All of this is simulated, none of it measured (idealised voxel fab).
process module | voxel gate over fins
cross-section cut | 220 nm wide | cells 5 nm
A cross-section is a grid of square cells, given in bands from the top down. A band is one or more rows of cells.
Each band's line starts with the height of the band's top and of its bottom, in nm. Then come its materials from left to right, each with its width in nm. One material with "throughout" fills the band from edge to edge. "air" is empty space.
Height 0 is the level under which the wafer as received is all one material. The lowest band goes on downwards, as in "0 down".
A width such as "30 to 40" changes by the same amount from each row of cells to the next, from the band's top row to its bottom row.
"no change" after a step means that no cell of the cross-section changed.
closed voids: empty space of 8 cells or more with no open way to the top, each as width x height at its distance from the left edge, in nm
after a step's settings: what the simulator itself notes on the step
overlay nm, on a step with a mask: how far to the right of its planned place the mask lay; to the left if negative
plan
1 op RECEIVE | material Si
2 op CONFORMAL_DEP | material SiN | thk nm 5
3 op MASKED_ETCH | tone cover | mask id FINS | width nm 15 | pitch nm 50 | etch materials SiN | depth nm 5 | overlay nm 0
4 op MASKED_ETCH | tone cover | mask id FINS | width nm 15 | pitch nm 50 | etch materials Si | depth nm 40 | overlay nm 0
5 op FILL_DEP | material SiO2 | thk nm 5
6 op CMP | height nm 5
7 op PATTERN | tone open | mask id RAIL | material resist | width nm 15 | thk nm 15 | overlay nm 0
8 op DIRECTIONAL_ETCH | etch materials SiO2 | depth nm 40
9 op STRIP | etch materials resist
10 op CONFORMAL_DEP | material TiN | thk nm 5
11 op FILL_DEP | material Ru | thk nm 10
12 op CMP | height nm 5
13 op SELECTIVE_ETCH | etch materials W Ru TiN | depth nm 30
14 op FILL_DEP | material SiO2 | thk nm 5
15 op CMP | height nm 5
16 op SELECTIVE_ETCH | etch materials SiO2 | depth nm 20
17 op STRIP | etch materials SiN
18 op CONFORMAL_DEP | material HfO2 | thk nm 5
19 op CONFORMAL_DEP | material TiN | thk nm 5
20 op CONFORMAL_DEP | material TiAl | thk nm 5
21 op CONFORMAL_DEP | material TiN | thk nm 5
22 op FILL_DEP | material W | thk nm 15
23 op CMP | height nm 30
24 op CONFORMAL_DEP | material SiN | thk nm 5
as received, after step 1
  0 down: Si throughout
  closed voids: none
first wafer at the end, as planned
  35 to 30: SiN throughout
  30 to 20: W throughout
  20 to 15: W 30 | TiN 155 | W 35
  15 to 10: W 30 | TiN 5 | TiAl 45 | TiN 5 | TiAl 45 | TiN 5 | TiAl 45 | TiN 5 | W 35
  10 to 5: W 30 | TiN 5 | TiAl 5 | TiN 35 | TiAl 5 | TiN 5 | TiAl 5 | TiN 35 | TiAl 5 | TiN 5 | TiAl 5 | TiN 35 | TiAl 5 | TiN 5 | W 35
  5 to 0: TiN 35 | TiAl 5 | TiN 5 | HfO2 25 | TiN 5 | TiAl 5 | TiN 5 | TiAl 5 | TiN 5 | HfO2 25 | TiN 5 | TiAl 5 | TiN 5 | TiAl 5 | TiN 5 | HfO2 25 | TiN 5 | TiAl 5 | TiN 40
  0 to -5: TiAl 40 | TiN 5 | HfO2 5 | Si 15 | HfO2 5 | TiN 5 | TiAl 15 | TiN 5 | HfO2 5 | Si 15 | HfO2 5 | TiN 5 | TiAl 15 | TiN 5 | HfO2 5 | Si 15 | HfO2 5 | TiN 5 | TiAl 45
  -5 to -10: TiN 45 | HfO2 5 | Si 15 | HfO2 5 | TiN 25 | HfO2 5 | Si 15 | HfO2 5 | TiN 25 | HfO2 5 | Si 15 | HfO2 5 | TiN 50
  -10 to -15: HfO2 50 | Si 15 | HfO2 35 | Si 15 | HfO2 35 | Si 15 | HfO2 55
  -15 to -25: SiO2 50 | Si 15 | SiO2 35 | Si 15 | SiO2 35 | Si 15 | SiO2 55
  -25 to -30: SiO2 50 | Si 15 | SiO2 10 | TiN 5 | Ru 5 | TiN 5 | SiO2 10 | Si 15 | SiO2 35 | Si 15 | SiO2 55
  -30 to -35: SiO2 50 | Si 15 | SiO2 10 | TiN 15 | SiO2 10 | Si 15 | SiO2 35 | Si 15 | SiO2 55
  -35 to -40: SiO2 50 | Si 15 | SiO2 35 | Si 15 | SiO2 35 | Si 15 | SiO2 55
  -40 down: Si throughout
  closed voids: none
second wafer at the end: like start, like plan, one mistake
  35 to 30: SiN throughout
  30 to 15: W throughout
  15 to 10: W 35 | TiN 45 | W 5 | TiN 45 | W 5 | TiN 45 | W 40
  10 to 5: W 35 | TiN 5 | TiAl 35 | TiN 5 | W 5 | TiN 5 | TiAl 35 | TiN 5 | W 5 | TiN 5 | TiAl 35 | TiN 5 | W 40
  5 to 0: W 35 | TiN 5 | TiAl 5 | HfO2 25 | TiAl 5 | TiN 5 | W 5 | TiN 5 | TiAl 5 | HfO2 25 | TiAl 5 | TiN 5 | W 5 | TiN 5 | TiAl 5 | HfO2 25 | TiAl 5 | TiN 5 | W 40
  0 to -5: TiN 40 | TiAl 5 | HfO2 5 | Si 15 | HfO2 5 | TiAl 5 | TiN 15 | TiAl 5 | HfO2 5 | Si 15 | HfO2 5 | TiAl 5 | TiN 15 | TiAl 5 | HfO2 5 | Si 15 | HfO2 5 | TiAl 5 | TiN 45
  -5 to -10: TiAl 45 | HfO2 5 | Si 15 | HfO2 5 | TiAl 25 | HfO2 5 | Si 15 | HfO2 5 | TiAl 25 | HfO2 5 | Si 15 | HfO2 5 | TiAl 50
  -10 to -15: HfO2 50 | Si 15 | HfO2 35 | Si 15 | HfO2 35 | Si 15 | HfO2 55
  -15 to -25: SiO2 50 | Si 15 | SiO2 35 | Si 15 | SiO2 35 | Si 15 | SiO2 55
  -25 to -30: SiO2 50 | Si 15 | SiO2 10 | TiN 5 | Ru 5 | TiN 5 | SiO2 10 | Si 15 | SiO2 35 | Si 15 | SiO2 55
  -30 to -35: SiO2 50 | Si 15 | SiO2 10 | TiN 15 | SiO2 10 | Si 15 | SiO2 35 | Si 15 | SiO2 55
  -35 to -40: SiO2 50 | Si 15 | SiO2 35 | Si 15 | SiO2 35 | Si 15 | SiO2 55
  -40 down: Si throughout
  closed voids: none
what went wrong: step 19 was left out
at the end the second wafer has, in cells: 56 fewer of TiN | 56 more of W
